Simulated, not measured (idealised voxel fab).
process module | voxel wiring stack
cross-section cut | 210 nm wide | cells 5 nm
A cross-section is a grid of square cells, given in bands from the top down. A band is one or more rows of cells.
Each band's line starts with the height of the band's top and of its bottom, in nm. Then come its materials from left to right, each with its width in nm. One material with "throughout" fills the band from edge to edge. "air" is empty space.
Height 0 is the level under which the wafer as received is all one material. The lowest band goes on downwards, as in "0 down".
A width such as "30 to 40" changes by the same amount from each row of cells to the next, from the band's top row to its bottom row.
"no change" after a step means that no cell of the cross-section changed.
closed voids: empty space of 8 cells or more with no open way to the top, each as width x height at its distance from the left edge, in nm
after a step's settings: what the simulator itself notes on the step
overlay nm, on a step with a mask: how far to the right of its planned place the mask lay; to the left if negative
plan
1 op RECEIVE | material Si
2 op CONFORMAL_DEP | material SiO2 | thk nm 15
3 op CONFORMAL_DEP | material SiCN | thk nm 5
4 op DIRECTIONAL_DEP | material lowk | thk nm 15
5 op PATTERN | tone open | mask id METAL_1 | material resist | width nm 30 | pitch nm 45 | thk nm 15 | overlay nm 0
6 op DIRECTIONAL_ETCH | etch materials lowk | depth nm 15
7 op DIRECTIONAL_ETCH | etch materials SiCN | depth nm 5
8 op STRIP | etch materials resist
9 op CONFORMAL_DEP | material TiN | thk nm 5
10 op FILL_DEP | material W | thk nm 5
11 op CMP | height nm 35
12 op CONFORMAL_DEP | material SiCN | thk nm 5
13 op DIRECTIONAL_DEP | material lowk | thk nm 20
14 op PATTERN | tone open | mask id PLUG_1 | material resist | width nm 15 | pitch nm 45 | thk nm 20 | overlay nm 0
15 op DIRECTIONAL_ETCH | etch materials lowk | depth nm 20
16 op DIRECTIONAL_ETCH | etch materials SiCN | depth nm 5
17 op STRIP | etch materials resist
18 op CONFORMAL_DEP | material TiN | thk nm 5
19 op FILL_DEP | material Ru | thk nm 10
20 op CMP | height nm 60
21 op DIRECTIONAL_DEP | material TiN | thk nm 5
22 op DIRECTIONAL_DEP | material W | thk nm 25
23 op DIRECTIONAL_DEP | material aC | thk nm 10
24 op PATTERN | tone cover | mask id METAL_2 | material resist | width nm 30 | pitch nm 45 | thk nm 30 | overlay nm 0
25 op DIRECTIONAL_ETCH | etch materials aC | depth nm 10
26 op STRIP | etch materials resist
27 op DIRECTIONAL_ETCH | etch materials W | depth nm 25
28 op DIRECTIONAL_ETCH | etch materials TiN | depth nm 5
29 op STRIP | etch materials aC
30 op FILL_DEP | material lowk | thk nm 5
31 op CMP | height nm 90
32 op CONFORMAL_DEP | material SiCN | thk nm 5
33 op DIRECTIONAL_DEP | material SiO2 | thk nm 35
34 op PATTERN | tone open | mask id METAL_3_HOLES | material resist | width nm 15 | pitch nm 45 | thk nm 20 | overlay nm 0
35 op DIRECTIONAL_ETCH | etch materials SiO2 | depth nm 35
36 op STRIP | etch materials resist
37 op DIRECTIONAL_DEP | material aC | thk nm 15
38 op PATTERN | tone open | mask id METAL_3 | material resist | width nm 30 | pitch nm 45 | thk nm 30 | overlay nm 0
39 op DIRECTIONAL_ETCH | etch materials aC | depth nm 15
40 op STRIP | etch materials resist
41 op DIRECTIONAL_ETCH | etch materials SiO2 | depth nm 20
42 op DIRECTIONAL_ETCH | etch materials SiCN | depth nm 5
43 op STRIP | etch materials aC
44 op CONFORMAL_DEP | material TiN | thk nm 5
45 op FILL_DEP | material Ru | thk nm 10
46 op CMP | height nm 130
47 op CONFORMAL_DEP | material SiN | thk nm 5
first wafer, as planned
as received, after step 1
  0 down: Si throughout
  closed voids: none
after step 2
  15 to 0: SiO2 throughout
  below 0: unchanged
after step 3
  20 to 15: SiCN throughout
  below 15: unchanged
after step 4
  35 to 20: lowk throughout
  below 20: unchanged
after step 5
  50 to 35: resist 20 | air 30 | resist 15 | air 30 | resist 15 | air 30 | resist 15 | air 30 | resist 25
  below 35: unchanged
after step 6
  50 to 35: resist 20 | air 30 | resist 15 | air 30 | resist 15 | air 30 | resist 15 | air 30 | resist 25
  35 to 20: lowk 20 | air 30 | lowk 15 | air 30 | lowk 15 | air 30 | lowk 15 | air 30 | lowk 25
  below 20: unchanged
after step 7
  50 to 35: resist 20 | air 30 | resist 15 | air 30 | resist 15 | air 30 | resist 15 | air 30 | resist 25
  35 to 20: lowk 20 | air 30 | lowk 15 | air 30 | lowk 15 | air 30 | lowk 15 | air 30 | lowk 25
  20 to 15: SiCN 20 | air 30 | SiCN 15 | air 30 | SiCN 15 | air 30 | SiCN 15 | air 30 | SiCN 25
  below 15: unchanged
after step 8
  35 to 20: lowk 20 | air 30 | lowk 15 | air 30 | lowk 15 | air 30 | lowk 15 | air 30 | lowk 25
  below 20: unchanged
after step 9
  40 to 35: TiN 25 | air 20 | TiN 25 | air 20 | TiN 25 | air 20 | TiN 25 | air 20 | TiN 30
  35 to 20: lowk 20 | TiN 5 | air 20 | TiN 5 | lowk 15 | TiN 5 | air 20 | TiN 5 | lowk 15 | TiN 5 | air 20 | TiN 5 | lowk 15 | TiN 5 | air 20 | TiN 5 | lowk 25
  20 to 15: SiCN 20 | TiN 30 | SiCN 15 | TiN 30 | SiCN 15 | TiN 30 | SiCN 15 | TiN 30 | SiCN 25
  below 15: unchanged
after step 10
  45 to 40: W throughout
  40 to 35: TiN 25 | W 20 | TiN 25 | W 20 | TiN 25 | W 20 | TiN 25 | W 20 | TiN 30
  35 to 20: lowk 20 | TiN 5 | W 20 | TiN 5 | lowk 15 | TiN 5 | W 20 | TiN 5 | lowk 15 | TiN 5 | W 20 | TiN 5 | lowk 15 | TiN 5 | W 20 | TiN 5 | lowk 25
  below 20: unchanged
after step 11
  35 to 20: lowk 20 | TiN 5 | W 20 | TiN 5 | lowk 15 | TiN 5 | W 20 | TiN 5 | lowk 15 | TiN 5 | W 20 | TiN 5 | lowk 15 | TiN 5 | W 20 | TiN 5 | lowk 25
  below 20: unchanged
after step 12
  40 to 35: SiCN throughout
  below 35: unchanged
after step 13
  60 to 40: lowk throughout
  below 40: unchanged
after step 14
  80 to 60: resist 20 | air 15 | resist 30 | air 15 | resist 30 | air 15 | resist 30 | air 15 | resist 40
  below 60: unchanged
after step 15
  80 to 60: resist 20 | air 15 | resist 30 | air 15 | resist 30 | air 15 | resist 30 | air 15 | resist 40
  60 to 40: lowk 20 | air 15 | lowk 30 | air 15 | lowk 30 | air 15 | lowk 30 | air 15 | lowk 40
  below 40: unchanged
after step 16
  80 to 60: resist 20 | air 15 | resist 30 | air 15 | resist 30 | air 15 | resist 30 | air 15 | resist 40
  60 to 40: lowk 20 | air 15 | lowk 30 | air 15 | lowk 30 | air 15 | lowk 30 | air 15 | lowk 40
  40 to 35: SiCN 20 | air 15 | SiCN 30 | air 15 | SiCN 30 | air 15 | SiCN 30 | air 15 | SiCN 40
  below 35: unchanged
after step 17
  60 to 40: lowk 20 | air 15 | lowk 30 | air 15 | lowk 30 | air 15 | lowk 30 | air 15 | lowk 40
  below 40: unchanged
after step 18
  65 to 60: TiN 25 | air 5 | TiN 40 | air 5 | TiN 40 | air 5 | TiN 40 | air 5 | TiN 45
  60 to 40: lowk 20 | TiN 5 | air 5 | TiN 5 | lowk 30 | TiN 5 | air 5 | TiN 5 | lowk 30 | TiN 5 | air 5 | TiN 5 | lowk 30 | TiN 5 | air 5 | TiN 5 | lowk 40
  40 to 35: SiCN 20 | TiN 15 | SiCN 30 | TiN 15 | SiCN 30 | TiN 15 | SiCN 30 | TiN 15 | SiCN 40
  below 35: unchanged
after step 19
  75 to 65: Ru throughout
  65 to 60: TiN 25 | Ru 5 | TiN 40 | Ru 5 | TiN 40 | Ru 5 | TiN 40 | Ru 5 | TiN 45
  60 to 40: lowk 20 | TiN 5 | Ru 5 | TiN 5 | lowk 30 | TiN 5 | Ru 5 | TiN 5 | lowk 30 | TiN 5 | Ru 5 | TiN 5 | lowk 30 | TiN 5 | Ru 5 | TiN 5 | lowk 40
  below 40: unchanged
after step 20
  60 to 40: lowk 20 | TiN 5 | Ru 5 | TiN 5 | lowk 30 | TiN 5 | Ru 5 | TiN 5 | lowk 30 | TiN 5 | Ru 5 | TiN 5 | lowk 30 | TiN 5 | Ru 5 | TiN 5 | lowk 40
  below 40: unchanged
after step 21
  65 to 60: TiN throughout
  below 60: unchanged
after step 22
  90 to 65: W throughout
  below 65: unchanged
after step 23
  100 to 90: aC throughout
  below 90: unchanged
after step 24
  130 to 100: air 20 | resist 30 | air 15 | resist 30 | air 15 | resist 30 | air 15 | resist 30 | air 25
  below 100: unchanged
after step 25
  120 to 100: air 20 | resist 30 | air 15 | resist 30 | air 15 | resist 30 | air 15 | resist 30 | air 25
  100 to 90: air 20 | aC 30 | air 15 | aC 30 | air 15 | aC 30 | air 15 | aC 30 | air 25
  below 90: unchanged
after step 26
  100 to 90: air 20 | aC 30 | air 15 | aC 30 | air 15 | aC 30 | air 15 | aC 30 | air 25
  below 90: unchanged
after step 27
  100 to 90: air 20 | aC 30 | air 15 | aC 30 | air 15 | aC 30 | air 15 | aC 30 | air 25
  90 to 65: air 20 | W 30 | air 15 | W 30 | air 15 | W 30 | air 15 | W 30 | air 25
  below 65: unchanged
after step 28
  100 to 90: air 20 | aC 30 | air 15 | aC 30 | air 15 | aC 30 | air 15 | aC 30 | air 25
  90 to 65: air 20 | W 30 | air 15 | W 30 | air 15 | W 30 | air 15 | W 30 | air 25
  65 to 60: air 20 | TiN 30 | air 15 | TiN 30 | air 15 | TiN 30 | air 15 | TiN 30 | air 25
  below 60: unchanged
after step 29
  90 to 65: air 20 | W 30 | air 15 | W 30 | air 15 | W 30 | air 15 | W 30 | air 25
  below 65: unchanged
after step 30
  95 to 90: lowk throughout
  90 to 65: lowk 20 | W 30 | lowk 15 | W 30 | lowk 15 | W 30 | lowk 15 | W 30 | lowk 25
  65 to 60: lowk 20 | TiN 30 | lowk 15 | TiN 30 | lowk 15 | TiN 30 | lowk 15 | TiN 30 | lowk 25
  below 60: unchanged
after step 31
  90 to 65: lowk 20 | W 30 | lowk 15 | W 30 | lowk 15 | W 30 | lowk 15 | W 30 | lowk 25
  below 65: unchanged
after step 32
  95 to 90: SiCN throughout
  below 90: unchanged
after step 33
  130 to 95: SiO2 throughout
  below 95: unchanged
after step 34
  150 to 130: resist 20 | air 15 | resist 30 | air 15 | resist 30 | air 15 | resist 30 | air 15 | resist 40
  below 130: unchanged
after step 35
  150 to 130: resist 20 | air 15 | resist 30 | air 15 | resist 30 | air 15 | resist 30 | air 15 | resist 40
  130 to 95: SiO2 20 | air 15 | SiO2 30 | air 15 | SiO2 30 | air 15 | SiO2 30 | air 15 | SiO2 40
  below 95: unchanged
after step 36
  130 to 95: SiO2 20 | air 15 | SiO2 30 | air 15 | SiO2 30 | air 15 | SiO2 30 | air 15 | SiO2 40
  below 95: unchanged
after step 37
  145 to 130: aC 20 | air 15 | aC 30 | air 15 | aC 30 | air 15 | aC 30 | air 15 | aC 40
  130 to 110: SiO2 20 | air 15 | SiO2 30 | air 15 | SiO2 30 | air 15 | SiO2 30 | air 15 | SiO2 40
  110 to 95: SiO2 20 | aC 15 | SiO2 30 | aC 15 | SiO2 30 | aC 15 | SiO2 30 | aC 15 | SiO2 40
  below 95: unchanged
after step 38
  175 to 145: resist 20 | air 30 | resist 15 | air 30 | resist 15 | air 30 | resist 15 | air 30 | resist 25
  below 145: unchanged
after step 39
  160 to 145: resist 20 | air 30 | resist 15 | air 30 | resist 15 | air 30 | resist 15 | air 30 | resist 25
  145 to 130: aC 20 | air 30 | aC 15 | air 30 | aC 15 | air 30 | aC 15 | air 30 | aC 25
  130 to 95: SiO2 20 | air 15 | SiO2 30 | air 15 | SiO2 30 | air 15 | SiO2 30 | air 15 | SiO2 40
  below 95: unchanged
after step 40
  145 to 130: aC 20 | air 30 | aC 15 | air 30 | aC 15 | air 30 | aC 15 | air 30 | aC 25
  below 130: unchanged
after step 41
  145 to 130: aC 20 | air 30 | aC 15 | air 30 | aC 15 | air 30 | aC 15 | air 30 | aC 25
  130 to 110: SiO2 20 | air 30 | SiO2 15 | air 30 | SiO2 15 | air 30 | SiO2 15 | air 30 | SiO2 25
  below 110: unchanged
after step 42
  145 to 130: aC 20 | air 30 | aC 15 | air 30 | aC 15 | air 30 | aC 15 | air 30 | aC 25
  130 to 110: SiO2 20 | air 30 | SiO2 15 | air 30 | SiO2 15 | air 30 | SiO2 15 | air 30 | SiO2 25
  110 to 95: SiO2 20 | air 15 | SiO2 30 | air 15 | SiO2 30 | air 15 | SiO2 30 | air 15 | SiO2 40
  95 to 90: SiCN 20 | air 15 | SiCN 30 | air 15 | SiCN 30 | air 15 | SiCN 30 | air 15 | SiCN 40
  below 90: unchanged
after step 43
  130 to 110: SiO2 20 | air 30 | SiO2 15 | air 30 | SiO2 15 | air 30 | SiO2 15 | air 30 | SiO2 25
  below 110: unchanged
after step 44
  135 to 130: TiN 25 | air 20 | TiN 25 | air 20 | TiN 25 | air 20 | TiN 25 | air 20 | TiN 30
  130 to 115: SiO2 20 | TiN 5 | air 20 | TiN 5 | SiO2 15 | TiN 5 | air 20 | TiN 5 | SiO2 15 | TiN 5 | air 20 | TiN 5 | SiO2 15 | TiN 5 | air 20 | TiN 5 | SiO2 25
  115 to 110: SiO2 20 | TiN 5 | air 5 | TiN 20 | SiO2 15 | TiN 5 | air 5 | TiN 20 | SiO2 15 | TiN 5 | air 5 | TiN 20 | SiO2 15 | TiN 5 | air 5 | TiN 20 | SiO2 25
  110 to 95: SiO2 20 | TiN 5 | air 5 | TiN 5 | SiO2 30 | TiN 5 | air 5 | TiN 5 | SiO2 30 | TiN 5 | air 5 | TiN 5 | SiO2 30 | TiN 5 | air 5 | TiN 5 | SiO2 40
  95 to 90: SiCN 20 | TiN 15 | SiCN 30 | TiN 15 | SiCN 30 | TiN 15 | SiCN 30 | TiN 15 | SiCN 40
  below 90: unchanged
after step 45
  145 to 135: Ru throughout
  135 to 130: TiN 25 | Ru 20 | TiN 25 | Ru 20 | TiN 25 | Ru 20 | TiN 25 | Ru 20 | TiN 30
  130 to 115: SiO2 20 | TiN 5 | Ru 20 | TiN 5 | SiO2 15 | TiN 5 | Ru 20 | TiN 5 | SiO2 15 | TiN 5 | Ru 20 | TiN 5 | SiO2 15 | TiN 5 | Ru 20 | TiN 5 | SiO2 25
  115 to 110: SiO2 20 | TiN 5 | Ru 5 | TiN 20 | SiO2 15 | TiN 5 | Ru 5 | TiN 20 | SiO2 15 | TiN 5 | Ru 5 | TiN 20 | SiO2 15 | TiN 5 | Ru 5 | TiN 20 | SiO2 25
  110 to 95: SiO2 20 | TiN 5 | Ru 5 | TiN 5 | SiO2 30 | TiN 5 | Ru 5 | TiN 5 | SiO2 30 | TiN 5 | Ru 5 | TiN 5 | SiO2 30 | TiN 5 | Ru 5 | TiN 5 | SiO2 40
  below 95: unchanged
after step 46
  130 to 115: SiO2 20 | TiN 5 | Ru 20 | TiN 5 | SiO2 15 | TiN 5 | Ru 20 | TiN 5 | SiO2 15 | TiN 5 | Ru 20 | TiN 5 | SiO2 15 | TiN 5 | Ru 20 | TiN 5 | SiO2 25
  below 115: unchanged
after step 47
  135 to 130: SiN throughout
  below 130: unchanged
second wafer: like start, like plan, one mistake. Through step 1 it matches the first wafer
when step 2 should have ended
  30 to 0: SiO2 throughout
  below 0: unchanged
when step 3 should have ended
  35 to 30: SiCN throughout
  below 30: unchanged
when step 4 should have ended
  50 to 35: lowk throughout
  below 35: unchanged
when step 5 should have ended
  65 to 50: resist 20 | air 30 | resist 15 | air 30 | resist 15 | air 30 | resist 15 | air 30 | resist 25
  below 50: unchanged
when step 6 should have ended
  65 to 50: resist 20 | air 30 | resist 15 | air 30 | resist 15 | air 30 | resist 15 | air 30 | resist 25
  50 to 35: lowk 20 | air 30 | lowk 15 | air 30 | lowk 15 | air 30 | lowk 15 | air 30 | lowk 25
  below 35: unchanged
when step 7 should have ended
  65 to 50: resist 20 | air 30 | resist 15 | air 30 | resist 15 | air 30 | resist 15 | air 30 | resist 25
  50 to 35: lowk 20 | air 30 | lowk 15 | air 30 | lowk 15 | air 30 | lowk 15 | air 30 | lowk 25
  35 to 30: SiCN 20 | air 30 | SiCN 15 | air 30 | SiCN 15 | air 30 | SiCN 15 | air 30 | SiCN 25
  below 30: unchanged
when step 8 should have ended
  50 to 35: lowk 20 | air 30 | lowk 15 | air 30 | lowk 15 | air 30 | lowk 15 | air 30 | lowk 25
  below 35: unchanged
when step 9 should have ended
  55 to 50: TiN 25 | air 20 | TiN 25 | air 20 | TiN 25 | air 20 | TiN 25 | air 20 | TiN 30
  50 to 35: lowk 20 | TiN 5 | air 20 | TiN 5 | lowk 15 | TiN 5 | air 20 | TiN 5 | lowk 15 | TiN 5 | air 20 | TiN 5 | lowk 15 | TiN 5 | air 20 | TiN 5 | lowk 25
  35 to 30: SiCN 20 | TiN 30 | SiCN 15 | TiN 30 | SiCN 15 | TiN 30 | SiCN 15 | TiN 30 | SiCN 25
  below 30: unchanged
when step 10 should have ended
  60 to 55: W throughout
  55 to 50: TiN 25 | W 20 | TiN 25 | W 20 | TiN 25 | W 20 | TiN 25 | W 20 | TiN 30
  50 to 35: lowk 20 | TiN 5 | W 20 | TiN 5 | lowk 15 | TiN 5 | W 20 | TiN 5 | lowk 15 | TiN 5 | W 20 | TiN 5 | lowk 15 | TiN 5 | W 20 | TiN 5 | lowk 25
  below 35: unchanged
when step 11 should have ended
  35 to 30: SiCN 20 | TiN 30 | SiCN 15 | TiN 30 | SiCN 15 | TiN 30 | SiCN 15 | TiN 30 | SiCN 25
  below 30: unchanged
when step 12 should have ended
  40 to 35: SiCN throughout
  below 35: unchanged
when step 13 should have ended
  60 to 40: lowk throughout
  below 40: unchanged
when step 14 should have ended
  80 to 60: resist 20 | air 15 | resist 30 | air 15 | resist 30 | air 15 | resist 30 | air 15 | resist 40
  below 60: unchanged
when step 15 should have ended
  80 to 60: resist 20 | air 15 | resist 30 | air 15 | resist 30 | air 15 | resist 30 | air 15 | resist 40
  60 to 40: lowk 20 | air 15 | lowk 30 | air 15 | lowk 30 | air 15 | lowk 30 | air 15 | lowk 40
  below 40: unchanged
when step 16 should have ended
  80 to 60: resist 20 | air 15 | resist 30 | air 15 | resist 30 | air 15 | resist 30 | air 15 | resist 40
  60 to 40: lowk 20 | air 15 | lowk 30 | air 15 | lowk 30 | air 15 | lowk 30 | air 15 | lowk 40
  40 to 35: SiCN 20 | air 15 | SiCN 30 | air 15 | SiCN 30 | air 15 | SiCN 30 | air 15 | SiCN 40
  below 35: unchanged
when step 17 should have ended
  60 to 40: lowk 20 | air 15 | lowk 30 | air 15 | lowk 30 | air 15 | lowk 30 | air 15 | lowk 40
  below 40: unchanged
when step 18 should have ended
  65 to 60: TiN 25 | air 5 | TiN 40 | air 5 | TiN 40 | air 5 | TiN 40 | air 5 | TiN 45
  60 to 40: lowk 20 | TiN 5 | air 5 | TiN 5 | lowk 30 | TiN 5 | air 5 | TiN 5 | lowk 30 | TiN 5 | air 5 | TiN 5 | lowk 30 | TiN 5 | air 5 | TiN 5 | lowk 40
  40 to 30: SiCN 20 | TiN 15 to 30 | SiCN 30 to 15 | TiN 15 to 30 | SiCN 30 to 15 | TiN 15 to 30 | SiCN 30 to 15 | TiN 15 to 30 | SiCN 40 to 25
  below 30: unchanged
when step 19 should have ended
  75 to 65: Ru throughout
  65 to 60: TiN 25 | Ru 5 | TiN 40 | Ru 5 | TiN 40 | Ru 5 | TiN 40 | Ru 5 | TiN 45
  60 to 40: lowk 20 | TiN 5 | Ru 5 | TiN 5 | lowk 30 | TiN 5 | Ru 5 | TiN 5 | lowk 30 | TiN 5 | Ru 5 | TiN 5 | lowk 30 | TiN 5 | Ru 5 | TiN 5 | lowk 40
  below 40: unchanged
when step 20 should have ended
  60 to 40: lowk 20 | TiN 5 | Ru 5 | TiN 5 | lowk 30 | TiN 5 | Ru 5 | TiN 5 | lowk 30 | TiN 5 | Ru 5 | TiN 5 | lowk 30 | TiN 5 | Ru 5 | TiN 5 | lowk 40
  below 40: unchanged
when step 21 should have ended
  65 to 60: TiN throughout
  below 60: unchanged
when step 22 should have ended
  90 to 65: W throughout
  below 65: unchanged
when step 23 should have ended
  100 to 90: aC throughout
  below 90: unchanged
when step 24 should have ended
  130 to 100: air 20 | resist 30 | air 15 | resist 30 | air 15 | resist 30 | air 15 | resist 30 | air 25
  below 100: unchanged
when step 25 should have ended
  120 to 100: air 20 | resist 30 | air 15 | resist 30 | air 15 | resist 30 | air 15 | resist 30 | air 25
  100 to 90: air 20 | aC 30 | air 15 | aC 30 | air 15 | aC 30 | air 15 | aC 30 | air 25
  below 90: unchanged
when step 26 should have ended
  100 to 90: air 20 | aC 30 | air 15 | aC 30 | air 15 | aC 30 | air 15 | aC 30 | air 25
  below 90: unchanged
when step 27 should have ended
  100 to 90: air 20 | aC 30 | air 15 | aC 30 | air 15 | aC 30 | air 15 | aC 30 | air 25
  90 to 65: air 20 | W 30 | air 15 | W 30 | air 15 | W 30 | air 15 | W 30 | air 25
  below 65: unchanged
when step 28 should have ended
  100 to 90: air 20 | aC 30 | air 15 | aC 30 | air 15 | aC 30 | air 15 | aC 30 | air 25
  90 to 65: air 20 | W 30 | air 15 | W 30 | air 15 | W 30 | air 15 | W 30 | air 25
  65 to 60: air 20 | TiN 30 | air 15 | TiN 30 | air 15 | TiN 30 | air 15 | TiN 30 | air 25
  below 60: unchanged
when step 29 should have ended
  90 to 65: air 20 | W 30 | air 15 | W 30 | air 15 | W 30 | air 15 | W 30 | air 25
  below 65: unchanged
when step 30 should have ended
  95 to 90: lowk throughout
  90 to 65: lowk 20 | W 30 | lowk 15 | W 30 | lowk 15 | W 30 | lowk 15 | W 30 | lowk 25
  65 to 60: lowk 20 | TiN 30 | lowk 15 | TiN 30 | lowk 15 | TiN 30 | lowk 15 | TiN 30 | lowk 25
  below 60: unchanged
when step 31 should have ended
  90 to 65: lowk 20 | W 30 | lowk 15 | W 30 | lowk 15 | W 30 | lowk 15 | W 30 | lowk 25
  below 65: unchanged
when step 32 should have ended
  95 to 90: SiCN throughout
  below 90: unchanged
when step 33 should have ended
  130 to 95: SiO2 throughout
  below 95: unchanged
when step 34 should have ended
  150 to 130: resist 20 | air 15 | resist 30 | air 15 | resist 30 | air 15 | resist 30 | air 15 | resist 40
  below 130: unchanged
when step 35 should have ended
  150 to 130: resist 20 | air 15 | resist 30 | air 15 | resist 30 | air 15 | resist 30 | air 15 | resist 40
  130 to 95: SiO2 20 | air 15 | SiO2 30 | air 15 | SiO2 30 | air 15 | SiO2 30 | air 15 | SiO2 40
  below 95: unchanged
when step 36 should have ended
  130 to 95: SiO2 20 | air 15 | SiO2 30 | air 15 | SiO2 30 | air 15 | SiO2 30 | air 15 | SiO2 40
  below 95: unchanged
when step 37 should have ended
  145 to 130: aC 20 | air 15 | aC 30 | air 15 | aC 30 | air 15 | aC 30 | air 15 | aC 40
  130 to 110: SiO2 20 | air 15 | SiO2 30 | air 15 | SiO2 30 | air 15 | SiO2 30 | air 15 | SiO2 40
  110 to 95: SiO2 20 | aC 15 | SiO2 30 | aC 15 | SiO2 30 | aC 15 | SiO2 30 | aC 15 | SiO2 40
  below 95: unchanged
when step 38 should have ended
  175 to 145: resist 20 | air 30 | resist 15 | air 30 | resist 15 | air 30 | resist 15 | air 30 | resist 25
  below 145: unchanged
when step 39 should have ended
  160 to 145: resist 20 | air 30 | resist 15 | air 30 | resist 15 | air 30 | resist 15 | air 30 | resist 25
  145 to 130: aC 20 | air 30 | aC 15 | air 30 | aC 15 | air 30 | aC 15 | air 30 | aC 25
  130 to 95: SiO2 20 | air 15 | SiO2 30 | air 15 | SiO2 30 | air 15 | SiO2 30 | air 15 | SiO2 40
  below 95: unchanged
when step 40 should have ended
  145 to 130: aC 20 | air 30 | aC 15 | air 30 | aC 15 | air 30 | aC 15 | air 30 | aC 25
  below 130: unchanged
when step 41 should have ended
  145 to 130: aC 20 | air 30 | aC 15 | air 30 | aC 15 | air 30 | aC 15 | air 30 | aC 25
  130 to 110: SiO2 20 | air 30 | SiO2 15 | air 30 | SiO2 15 | air 30 | SiO2 15 | air 30 | SiO2 25
  below 110: unchanged
when step 42 should have ended
  145 to 130: aC 20 | air 30 | aC 15 | air 30 | aC 15 | air 30 | aC 15 | air 30 | aC 25
  130 to 110: SiO2 20 | air 30 | SiO2 15 | air 30 | SiO2 15 | air 30 | SiO2 15 | air 30 | SiO2 25
  110 to 95: SiO2 20 | air 15 | SiO2 30 | air 15 | SiO2 30 | air 15 | SiO2 30 | air 15 | SiO2 40
  95 to 90: SiCN 20 | air 15 | SiCN 30 | air 15 | SiCN 30 | air 15 | SiCN 30 | air 15 | SiCN 40
  below 90: unchanged
when step 43 should have ended
  130 to 110: SiO2 20 | air 30 | SiO2 15 | air 30 | SiO2 15 | air 30 | SiO2 15 | air 30 | SiO2 25
  below 110: unchanged
when step 44 should have ended
  135 to 130: TiN 25 | air 20 | TiN 25 | air 20 | TiN 25 | air 20 | TiN 25 | air 20 | TiN 30
  130 to 115: SiO2 20 | TiN 5 | air 20 | TiN 5 | SiO2 15 | TiN 5 | air 20 | TiN 5 | SiO2 15 | TiN 5 | air 20 | TiN 5 | SiO2 15 | TiN 5 | air 20 | TiN 5 | SiO2 25
  115 to 110: SiO2 20 | TiN 5 | air 5 | TiN 20 | SiO2 15 | TiN 5 | air 5 | TiN 20 | SiO2 15 | TiN 5 | air 5 | TiN 20 | SiO2 15 | TiN 5 | air 5 | TiN 20 | SiO2 25
  110 to 95: SiO2 20 | TiN 5 | air 5 | TiN 5 | SiO2 30 | TiN 5 | air 5 | TiN 5 | SiO2 30 | TiN 5 | air 5 | TiN 5 | SiO2 30 | TiN 5 | air 5 | TiN 5 | SiO2 40
  95 to 90: SiCN 20 | TiN 15 | SiCN 30 | TiN 15 | SiCN 30 | TiN 15 | SiCN 30 | TiN 15 | SiCN 40
  below 90: unchanged
when step 45 should have ended
  145 to 135: Ru throughout
  135 to 130: TiN 25 | Ru 20 | TiN 25 | Ru 20 | TiN 25 | Ru 20 | TiN 25 | Ru 20 | TiN 30
  130 to 115: SiO2 20 | TiN 5 | Ru 20 | TiN 5 | SiO2 15 | TiN 5 | Ru 20 | TiN 5 | SiO2 15 | TiN 5 | Ru 20 | TiN 5 | SiO2 15 | TiN 5 | Ru 20 | TiN 5 | SiO2 25
  115 to 110: SiO2 20 | TiN 5 | Ru 5 | TiN 20 | SiO2 15 | TiN 5 | Ru 5 | TiN 20 | SiO2 15 | TiN 5 | Ru 5 | TiN 20 | SiO2 15 | TiN 5 | Ru 5 | TiN 20 | SiO2 25
  110 to 95: SiO2 20 | TiN 5 | Ru 5 | TiN 5 | SiO2 30 | TiN 5 | Ru 5 | TiN 5 | SiO2 30 | TiN 5 | Ru 5 | TiN 5 | SiO2 30 | TiN 5 | Ru 5 | TiN 5 | SiO2 40
  below 95: unchanged
when step 46 should have ended
  130 to 115: SiO2 20 | TiN 5 | Ru 20 | TiN 5 | SiO2 15 | TiN 5 | Ru 20 | TiN 5 | SiO2 15 | TiN 5 | Ru 20 | TiN 5 | SiO2 15 | TiN 5 | Ru 20 | TiN 5 | SiO2 25
  below 115: unchanged
when step 47 should have ended
  135 to 130: SiN throughout
  below 130: unchanged
what went wrong: step 2 was run twice
at the end the second wafer has, in cells: 126 more of SiO2 | 24 fewer of TiN | 48 fewer of W | 54 fewer of lowk
